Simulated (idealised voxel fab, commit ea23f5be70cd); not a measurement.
voxel self aligned vias: a process module
Shown is cross-section cut, with a width of 230 nm and square cells of size 5 nm.
Throughout this document, each cross-section is represented as a grid of square cells and is presented as a sequence of bands enumerated from the top downward, where a band comprises one or more rows of cells. For a band, the entry starts with two heights in nm, that of the top and then that of the bottom, and carries on with the band's materials in order from left to right, each alongside its width in nm; the word "everywhere" beside a single material means it fills the band edge to edge, and "air" means empty space. The reference from which all heights are counted is 0, the level beneath which the as-received wafer is entirely one material; the lowest band, having no lower bound, proceeds downward and is written after the example "0 -> down". The two numbers in a width such as "30..40" mark its ends across the band: the first belongs to the top row of cells, the second to the bottom row, and from each row to the next the width moves by the same amount. Take "no change occurred" at face value: in the step it is given for, the cross-section changed in none of its cells. Voids, fully enclosed: empty space of 8 cells or more with no open way to the top, each as width x height at its distance from the left edge, in nm. What comes after the settings on a step's line is commentary from the simulator itself on that step. When a step includes a mask, the "overlay nm" setting on its line states how far to the right of its planned place that mask lay, and negative values state how far to the left.
[Planned step list for the process]
1) RECEIVE | material Si
2) CONFORMAL_DEP | material SiO2 | thk nm 10
3) CONFORMAL_DEP | material SiCN | thk nm 5
4) DIRECTIONAL_DEP | material SiO2 | thk nm 20
5) DIRECTIONAL_DEP | material aC | thk nm 10
6) PATTERN | tone open | mask id LINES | material resist | width nm 20 | pitch nm 55 | thk nm 30 | overlay nm 0
7) DIRECTIONAL_ETCH | etch materials aC | depth nm 10
8) STRIP | etch materials resist
9) DIRECTIONAL_ETCH | etch materials SiO2 | depth nm 30
10) STRIP | etch materials aC
11) CONFORMAL_DEP | material TiN | thk nm 5
12) FILL_DEP | material Ru | thk nm 5
13) CMP | height nm 45
14) SELECTIVE_ETCH | etch materials W Ru TiN | depth nm 10
15) FILL_DEP | material SiN | thk nm 10
16) CMP | height nm 45
17) DIRECTIONAL_DEP | material SiO2 | thk nm 20
18) PATTERN | tone open | mask id VIAS | material resist | width nm 40 | pitch nm 110 | thk nm 20 | overlay nm 0
19) DIRECTIONAL_ETCH | etch materials SiO2 | depth nm 20
20) DIRECTIONAL_ETCH | etch materials SiN | depth nm 10
21) STRIP | etch materials resist
22) CONFORMAL_DEP | material TiN | thk nm 5
23) FILL_DEP | material Cu | thk nm 10
24) CMP | height nm 65
25) CONFORMAL_DEP | material SiN | thk nm 5
Same starting wafers, different thk nm at step 4. Plan value belongs to the first wafer.
[After step 1, as received: first of several wafers, cross-section]
- 0 -> down | Si everywhere
- Voids, fully enclosed: none
[Rows = wafers. At module end, each row lists per material the cells gained (+) or lost (-) since the wafer was received, then the closed voids]
thk nm 20, +60 Cu, +18 Ru, +46 SiCN, +106 SiN, +348 SiO2, +66 TiN, Voids, fully enclosed: none
thk nm 25, +52 Cu, +18 Ru, +46 SiCN, +80 SiN, +382 SiO2, +66 TiN, Voids, fully enclosed: none
thk nm 30, +44 Cu, +18 Ru, +46 SiCN, +54 SiN, +416 SiO2, +66 TiN, Voids, fully enclosed: none
thk nm 35, +44 Cu, +12 Ru, +46 SiCN, +54 SiN, +428 SiO2, +60 TiN, Voids, fully enclosed: none
thk nm 40, +44 Cu, +6 Ru, +46 SiCN, +54 SiN, +440 SiO2, +54 TiN, Voids, fully enclosed: none
thk nm 45, +44 Cu, +46 SiCN, +54 SiN, +452 SiO2, +48 TiN, Voids, fully enclosed: none
